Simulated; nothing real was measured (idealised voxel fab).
process module | voxel gate over fins
cross-section cut | 235 nm wide | cells 5 nm
A cross-section is a grid of square cells, given in bands from the top down. A band is one or more rows of cells.
Each band's line starts with the height of the band's top and of its bottom, in nm. Then come its materials from left to right, each with its width in nm. One material with "throughout" fills the band from edge to edge. "air" is empty space.
Height 0 is the level under which the wafer as received is all one material. The lowest band goes on downwards, as in "0 down".
A width such as "30 to 40" changes by the same amount from each row of cells to the next, from the band's top row to its bottom row.
"no change" after a step means that no cell of the cross-section changed.
closed voids: empty space of 8 cells or more with no open way to the top, each as width x height at its distance from the left edge, in nm
after a step's settings: what the simulator itself notes on the step
overlay nm, on a step with a mask: how far to the right of its planned place the mask lay; to the left if negative
plan
1 op RECEIVE | material Si
2 op CONFORMAL_DEP | material SiN | thk nm 5
3 op PATTERN | tone cover | mask id FINS | material resist | width nm 15 | pitch nm 40 | thk nm 15 | overlay nm 0
4 op DIRECTIONAL_ETCH | etch materials SiN | depth nm 5
5 op DIRECTIONAL_ETCH | etch materials Si | depth nm 35
6 op STRIP | etch materials resist
7 op OXIDIZE | depth nm 5
8 op FILL_DEP | material SiO2 | thk nm 10
9 op CMP | height nm 5
10 op SELECTIVE_ETCH | etch materials SiO2 | depth nm 15
11 op STRIP | etch materials SiN
12 op CONFORMAL_DEP | material HfO2 | thk nm 5
13 op CONFORMAL_DEP | material TiN | thk nm 5
14 op CONFORMAL_DEP | material TiAl | thk nm 5
15 op CONFORMAL_DEP | material TiN | thk nm 5
16 op FILL_DEP | material W | thk nm 10
17 op CMP | height nm 25
18 op CONFORMAL_DEP | material SiCN | thk nm 5
first wafer, as planned
as received, after step 1
  0 down: Si throughout
  closed voids: none
after step 2
  5 to 0: SiN throughout
  below 0: unchanged
after step 3
  20 to 5: air 90 | resist 15 | air 25 | resist 15 | air 90
  below 5: unchanged
after step 4
  20 to 5: air 90 | resist 15 | air 25 | resist 15 | air 90
  5 to 0: air 90 | SiN 15 | air 25 | SiN 15 | air 90
  below 0: unchanged
after step 5
  20 to 5: air 90 | resist 15 | air 25 | resist 15 | air 90
  5 to 0: air 90 | SiN 15 | air 25 | SiN 15 | air 90
  0 to -35: air 90 | Si 15 | air 25 | Si 15 | air 90
  below -35: unchanged
after step 6
  5 to 0: air 90 | SiN 15 | air 25 | SiN 15 | air 90
  below 0: unchanged
after step 7
  5 to 0: air 90 | SiN 15 | air 25 | SiN 15 | air 90
  0 to -35: air 90 | SiO2 5 | Si 5 | SiO2 5 | air 25 | SiO2 5 | Si 5 | SiO2 5 | air 90
  -35 to -40: SiO2 95 | Si 5 | SiO2 35 | Si 5 | SiO2 95
  below -40: unchanged
after step 8
  15 to 5: SiO2 throughout
  5 to 0: SiO2 90 | SiN 15 | SiO2 25 | SiN 15 | SiO2 90
  0 to -40: SiO2 95 | Si 5 | SiO2 35 | Si 5 | SiO2 95
  below -40: unchanged
after step 9
  5 to 0: SiO2 90 | SiN 15 | SiO2 25 | SiN 15 | SiO2 90
  below 0: unchanged
after step 10
  5 to 0: air 90 | SiN 15 | air 25 | SiN 15 | air 90
  0 to -10: air 95 | Si 5 | air 35 | Si 5 | air 95
  below -10: unchanged
after step 11
  0 to -10: air 95 | Si 5 | air 35 | Si 5 | air 95
  below -10: unchanged
after step 12
  5 to 0: air 90 | HfO2 15 | air 25 | HfO2 15 | air 90
  0 to -5: air 90 | HfO2 5 | Si 5 | HfO2 5 | air 25 | HfO2 5 | Si 5 | HfO2 5 | air 90
  -5 to -10: HfO2 95 | Si 5 | HfO2 35 | Si 5 | HfO2 95
  below -10: unchanged
after step 13
  10 to 5: air 85 | TiN 25 | air 15 | TiN 25 | air 85
  5 to 0: air 85 | TiN 5 | HfO2 15 | TiN 5 | air 15 | TiN 5 | HfO2 15 | TiN 5 | air 85
  0 to -5: TiN 90 | HfO2 5 | Si 5 | HfO2 5 | TiN 25 | HfO2 5 | Si 5 | HfO2 5 | TiN 90
  below -5: unchanged
after step 14
  15 to 10: air 80 | TiAl 35 | air 5 | TiAl 35 | air 80
  10 to 5: air 80 | TiAl 5 | TiN 25 | TiAl 5 | air 5 | TiAl 5 | TiN 25 | TiAl 5 | air 80
  5 to 0: TiAl 85 | TiN 5 | HfO2 15 | TiN 5 | TiAl 15 | TiN 5 | HfO2 15 | TiN 5 | TiAl 85
  below 0: unchanged
after step 15
  20 to 15: air 75 | TiN 85 | air 75
  15 to 10: air 75 | TiN 5 | TiAl 35 | TiN 5 | TiAl 35 | TiN 5 | air 75
  10 to 5: TiN 80 | TiAl 5 | TiN 25 | TiAl 5 | TiN 5 | TiAl 5 | TiN 25 | TiAl 5 | TiN 80
  below 5: unchanged
after step 16
  30 to 20: W throughout
  20 to 15: W 75 | TiN 85 | W 75
  15 to 10: W 75 | TiN 5 | TiAl 35 | TiN 5 | TiAl 35 | TiN 5 | W 75
  below 10: unchanged
after step 17
  25 to 20: W throughout
  below 20: unchanged
after step 18
  30 to 25: SiCN throughout
  below 25: unchanged
second wafer: like start, like plan, one mistake. Through step 4 it matches the first wafer
when step 5 should have ended
  20 to 5: air 90 | resist 15 | air 25 | resist 15 | air 90
  5 to 0: air 90 | SiN 15 | air 25 | SiN 15 | air 90
  0 to -70: air 90 | Si 15 | air 25 | Si 15 | air 90
  below -70: unchanged
when step 6 should have ended
  5 to 0: air 90 | SiN 15 | air 25 | SiN 15 | air 90
  below 0: unchanged
when step 7 should have ended
  5 to 0: air 90 | SiN 15 | air 25 | SiN 15 | air 90
  0 to -70: air 90 | SiO2 5 | Si 5 | SiO2 5 | air 25 | SiO2 5 | Si 5 | SiO2 5 | air 90
  -70 to -75: SiO2 95 | Si 5 | SiO2 35 | Si 5 | SiO2 95
  below -75: unchanged
when step 8 should have ended
  15 to 5: SiO2 throughout
  5 to 0: SiO2 90 | SiN 15 | SiO2 25 | SiN 15 | SiO2 90
  0 to -75: SiO2 95 | Si 5 | SiO2 35 | Si 5 | SiO2 95
  below -75: unchanged
when step 9 should have ended
  5 to 0: SiO2 90 | SiN 15 | SiO2 25 | SiN 15 | SiO2 90
  below 0: unchanged
when step 10 should have ended
  5 to 0: air 90 | SiN 15 | air 25 | SiN 15 | air 90
  0 to -10: air 95 | Si 5 | air 35 | Si 5 | air 95
  below -10: unchanged
when step 11 should have ended
  0 to -10: air 95 | Si 5 | air 35 | Si 5 | air 95
  below -10: unchanged
when step 12 should have ended
  5 to 0: air 90 | HfO2 15 | air 25 | HfO2 15 | air 90
  0 to -5: air 90 | HfO2 5 | Si 5 | HfO2 5 | air 25 | HfO2 5 | Si 5 | HfO2 5 | air 90
  -5 to -10: HfO2 95 | Si 5 | HfO2 35 | Si 5 | HfO2 95
  below -10: unchanged
when step 13 should have ended
  10 to 5: air 85 | TiN 25 | air 15 | TiN 25 | air 85
  5 to 0: air 85 | TiN 5 | HfO2 15 | TiN 5 | air 15 | TiN 5 | HfO2 15 | TiN 5 | air 85
  0 to -5: TiN 90 | HfO2 5 | Si 5 | HfO2 5 | TiN 25 | HfO2 5 | Si 5 | HfO2 5 | TiN 90
  below -5: unchanged
when step 14 should have ended
  15 to 10: air 80 | TiAl 35 | air 5 | TiAl 35 | air 80
  10 to 5: air 80 | TiAl 5 | TiN 25 | TiAl 5 | air 5 | TiAl 5 | TiN 25 | TiAl 5 | air 80
  5 to 0: TiAl 85 | TiN 5 | HfO2 15 | TiN 5 | TiAl 15 | TiN 5 | HfO2 15 | TiN 5 | TiAl 85
  below 0: unchanged
when step 15 should have ended
  20 to 15: air 75 | TiN 85 | air 75
  15 to 10: air 75 | TiN 5 | TiAl 35 | TiN 5 | TiAl 35 | TiN 5 | air 75
  10 to 5: TiN 80 | TiAl 5 | TiN 25 | TiAl 5 | TiN 5 | TiAl 5 | TiN 25 | TiAl 5 | TiN 80
  below 5: unchanged
when step 16 should have ended
  30 to 20: W throughout
  20 to 15: W 75 | TiN 85 | W 75
  15 to 10: W 75 | TiN 5 | TiAl 35 | TiN 5 | TiAl 35 | TiN 5 | W 75
  below 10: unchanged
when step 17 should have ended
  25 to 20: W throughout
  below 20: unchanged
when step 18 should have ended
  30 to 25: SiCN throughout
  below 25: unchanged
what went wrong: step 5 was run twice
at the end the second wafer has, in cells: 315 fewer of Si | 315 more of SiO2
